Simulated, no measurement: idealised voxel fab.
process module | voxel self aligned vias
cross-section cut | 235 nm wide | cells 5 nm
A cross-section is a grid of square cells, given in bands from the top down. A band is one or more rows of cells.
Each band's line starts with the height of the band's top and of its bottom, in nm. Then come its materials from left to right, each with its width in nm. One material with "throughout" fills the band from edge to edge. "air" is empty space.
Height 0 is the level under which the wafer as received is all one material. The lowest band goes on downwards, as in "0 down".
A width such as "30 to 40" changes by the same amount from each row of cells to the next, from the band's top row to its bottom row.
"no change" after a step means that no cell of the cross-section changed.
closed voids: empty space of 8 cells or more with no open way to the top, each as width x height at its distance from the left edge, in nm
after a step's settings: what the simulator itself notes on the step
overlay nm, on a step with a mask: how far to the right of its planned place the mask lay; to the left if negative
plan
1 op RECEIVE | material Si
2 op CONFORMAL_DEP | material SiO2 | thk nm 10
3 op CONFORMAL_DEP | material SiCN | thk nm 5
4 op DIRECTIONAL_DEP | material lowk | thk nm 20
5 op PATTERN | tone open | mask id LINES | material resist | width nm 25 | pitch nm 65 | thk nm 15 | overlay nm 0
6 op DIRECTIONAL_ETCH | etch materials lowk | depth nm 20
7 op STRIP | etch materials resist
8 op CONFORMAL_DEP | material TiN | thk nm 5
9 op FILL_DEP | material Ru | thk nm 5
10 op CMP | height nm 35
11 op SELECTIVE_ETCH | etch materials W Ru TiN | depth nm 10
12 op FILL_DEP | material SiN | thk nm 10
13 op CMP | height nm 35
14 op DIRECTIONAL_DEP | material lowk | thk nm 20
15 op DIRECTIONAL_DEP | material aC | thk nm 10
16 op PATTERN | tone open | mask id VIAS | material resist | width nm 35 | thk nm 30 | overlay nm 0
17 op DIRECTIONAL_ETCH | etch materials aC | depth nm 10
18 op STRIP | etch materials resist
19 op DIRECTIONAL_ETCH | etch materials lowk | depth nm 20
20 op DIRECTIONAL_ETCH | etch materials SiN | depth nm 10
21 op STRIP | etch materials aC
22 op CONFORMAL_DEP | material TiN | thk nm 5
23 op FILL_DEP | material W | thk nm 10
24 op CMP | height nm 55
25 op CONFORMAL_DEP | material SiN | thk nm 5
first wafer, as planned
as received, after step 1
  0 down: Si throughout
  closed voids: none
after step 2
  10 to 0: SiO2 throughout
  below 0: unchanged
after step 3
  15 to 10: SiCN throughout
  below 10: unchanged
after step 4
  35 to 15: lowk throughout
  below 15: unchanged
after step 5
  50 to 35: resist 70 | air 25 | resist 40 | air 25 | resist 75
  below 35: unchanged
after step 6
  50 to 35: resist 70 | air 25 | resist 40 | air 25 | resist 75
  35 to 15: lowk 70 | air 25 | lowk 40 | air 25 | lowk 75
  below 15: unchanged
after step 7
  35 to 15: lowk 70 | air 25 | lowk 40 | air 25 | lowk 75
  below 15: unchanged
after step 8
  40 to 35: TiN 75 | air 15 | TiN 50 | air 15 | TiN 80
  35 to 20: lowk 70 | TiN 5 | air 15 | TiN 5 | lowk 40 | TiN 5 | air 15 | TiN 5 | lowk 75
  20 to 15: lowk 70 | TiN 25 | lowk 40 | TiN 25 | lowk 75
  below 15: unchanged
after step 9
  45 to 40: Ru throughout
  40 to 35: TiN 75 | Ru 15 | TiN 50 | Ru 15 | TiN 80
  35 to 20: lowk 70 | TiN 5 | Ru 15 | TiN 5 | lowk 40 | TiN 5 | Ru 15 | TiN 5 | lowk 75
  below 20: unchanged
after step 10
  35 to 20: lowk 70 | TiN 5 | Ru 15 | TiN 5 | lowk 40 | TiN 5 | Ru 15 | TiN 5 | lowk 75
  below 20: unchanged
after step 11
  35 to 25: lowk 70 | air 25 | lowk 40 | air 25 | lowk 75
  below 25: unchanged
after step 12
  45 to 35: SiN throughout
  35 to 25: lowk 70 | SiN 25 | lowk 40 | SiN 25 | lowk 75
  below 25: unchanged
after step 13
  35 to 25: lowk 70 | SiN 25 | lowk 40 | SiN 25 | lowk 75
  below 25: unchanged
after step 14
  55 to 35: lowk throughout
  below 35: unchanged
after step 15
  65 to 55: aC throughout
  below 55: unchanged
after step 16
  95 to 65: resist 65 | air 35 | resist 135
  below 65: unchanged
after step 17
  85 to 65: resist 65 | air 35 | resist 135
  65 to 55: aC 65 | air 35 | aC 135
  below 55: unchanged
after step 18
  65 to 55: aC 65 | air 35 | aC 135
  below 55: unchanged
after step 19
  65 to 55: aC 65 | air 35 | aC 135
  55 to 35: lowk 65 | air 35 | lowk 135
  below 35: unchanged
after step 20
  65 to 55: aC 65 | air 35 | aC 135
  55 to 35: lowk 65 | air 35 | lowk 135
  35 to 25: lowk 70 | air 25 | lowk 40 | SiN 25 | lowk 75
  below 25: unchanged
after step 21
  55 to 35: lowk 65 | air 35 | lowk 135
  below 35: unchanged
after step 22
  60 to 55: TiN 70 | air 25 | TiN 140
  55 to 40: lowk 65 | TiN 5 | air 25 | TiN 5 | lowk 135
  40 to 35: lowk 65 | TiN 10 | air 15 | TiN 10 | lowk 135
  35 to 30: lowk 70 | TiN 5 | air 15 | TiN 5 | lowk 40 | SiN 25 | lowk 75
  30 to 25: lowk 70 | TiN 25 | lowk 40 | SiN 25 | lowk 75
  below 25: unchanged
after step 23
  70 to 60: W throughout
  60 to 55: TiN 70 | W 25 | TiN 140
  55 to 40: lowk 65 | TiN 5 | W 25 | TiN 5 | lowk 135
  40 to 35: lowk 65 | TiN 10 | W 15 | TiN 10 | lowk 135
  35 to 30: lowk 70 | TiN 5 | W 15 | TiN 5 | lowk 40 | SiN 25 | lowk 75
  below 30: unchanged
after step 24
  55 to 40: lowk 65 | TiN 5 | W 25 | TiN 5 | lowk 135
  below 40: unchanged
after step 25
  60 to 55: SiN throughout
  below 55: unchanged
second wafer: like start, like plan, one mistake. Through step 4 it matches the first wafer
when step 5 should have ended
  50 to 35: air 70 | resist 25 | air 40 | resist 25 | air 75
  below 35: unchanged
when step 6 should have ended
  50 to 35: air 70 | resist 25 | air 40 | resist 25 | air 75
  35 to 15: air 70 | lowk 25 | air 40 | lowk 25 | air 75
  below 15: unchanged
when step 7 should have ended
  35 to 15: air 70 | lowk 25 | air 40 | lowk 25 | air 75
  below 15: unchanged
when step 8 should have ended
  40 to 35: air 65 | TiN 35 | air 30 | TiN 35 | air 70
  35 to 20: air 65 | TiN 5 | lowk 25 | TiN 5 | air 30 | TiN 5 | lowk 25 | TiN 5 | air 70
  20 to 15: TiN 70 | lowk 25 | TiN 40 | lowk 25 | TiN 75
  below 15: unchanged
when step 9 should have ended
  45 to 40: Ru throughout
  40 to 35: Ru 65 | TiN 35 | Ru 30 | TiN 35 | Ru 70
  35 to 20: Ru 65 | TiN 5 | lowk 25 | TiN 5 | Ru 30 | TiN 5 | lowk 25 | TiN 5 | Ru 70
  below 20: unchanged
when step 10 should have ended
  35 to 20: Ru 65 | TiN 5 | lowk 25 | TiN 5 | Ru 30 | TiN 5 | lowk 25 | TiN 5 | Ru 70
  below 20: unchanged
when step 11 should have ended
  35 to 25: air 70 | lowk 25 | air 40 | lowk 25 | air 75
  below 25: unchanged
when step 12 should have ended
  45 to 35: SiN throughout
  35 to 25: SiN 70 | lowk 25 | SiN 40 | lowk 25 | SiN 75
  below 25: unchanged
when step 13 should have ended
  35 to 25: SiN 70 | lowk 25 | SiN 40 | lowk 25 | SiN 75
  below 25: unchanged
when step 14 should have ended
  55 to 35: lowk throughout
  below 35: unchanged
when step 15 should have ended
  65 to 55: aC throughout
  below 55: unchanged
when step 16 should have ended
  95 to 65: resist 65 | air 35 | resist 135
  below 65: unchanged
when step 17 should have ended
  85 to 65: resist 65 | air 35 | resist 135
  65 to 55: aC 65 | air 35 | aC 135
  below 55: unchanged
when step 18 should have ended
  65 to 55: aC 65 | air 35 | aC 135
  below 55: unchanged
when step 19 should have ended
  65 to 55: aC 65 | air 35 | aC 135
  55 to 35: lowk 65 | air 35 | lowk 135
  below 35: unchanged
when step 20 should have ended
  65 to 55: aC 65 | air 35 | aC 135
  55 to 35: lowk 65 | air 35 | lowk 135
  35 to 25: SiN 65 | air 5 | lowk 25 | air 5 | SiN 35 | lowk 25 | SiN 75
  below 25: unchanged
when step 21 should have ended
  55 to 35: lowk 65 | air 35 | lowk 135
  below 35: unchanged
when step 22 should have ended
  60 to 55: TiN 70 | air 25 | TiN 140
  55 to 40: lowk 65 | TiN 5 | air 25 | TiN 5 | lowk 135
  40 to 35: lowk 65 | TiN 35 | lowk 135
  35 to 25: SiN 65 | TiN 5 | lowk 25 | TiN 5 | SiN 35 | lowk 25 | SiN 75
  below 25: unchanged
when step 23 should have ended
  70 to 60: W throughout
  60 to 55: TiN 70 | W 25 | TiN 140
  55 to 40: lowk 65 | TiN 5 | W 25 | TiN 5 | lowk 135
  below 40: unchanged
when step 24 should have ended
  55 to 40: lowk 65 | TiN 5 | W 25 | TiN 5 | lowk 135
  below 40: unchanged
when step 25 should have ended
  60 to 55: SiN throughout
  below 55: unchanged
what went wrong: step 5 ran as: op PATTERN | tone cover | mask id LINES | material resist | width nm 25 | pitch nm 65 | thk nm 15 | overlay nm 0
at the end the second wafer has, in cells: 27 more of Ru | 60 more of SiN | 27 more of TiN | 6 fewer of W | 108 fewer of lowk
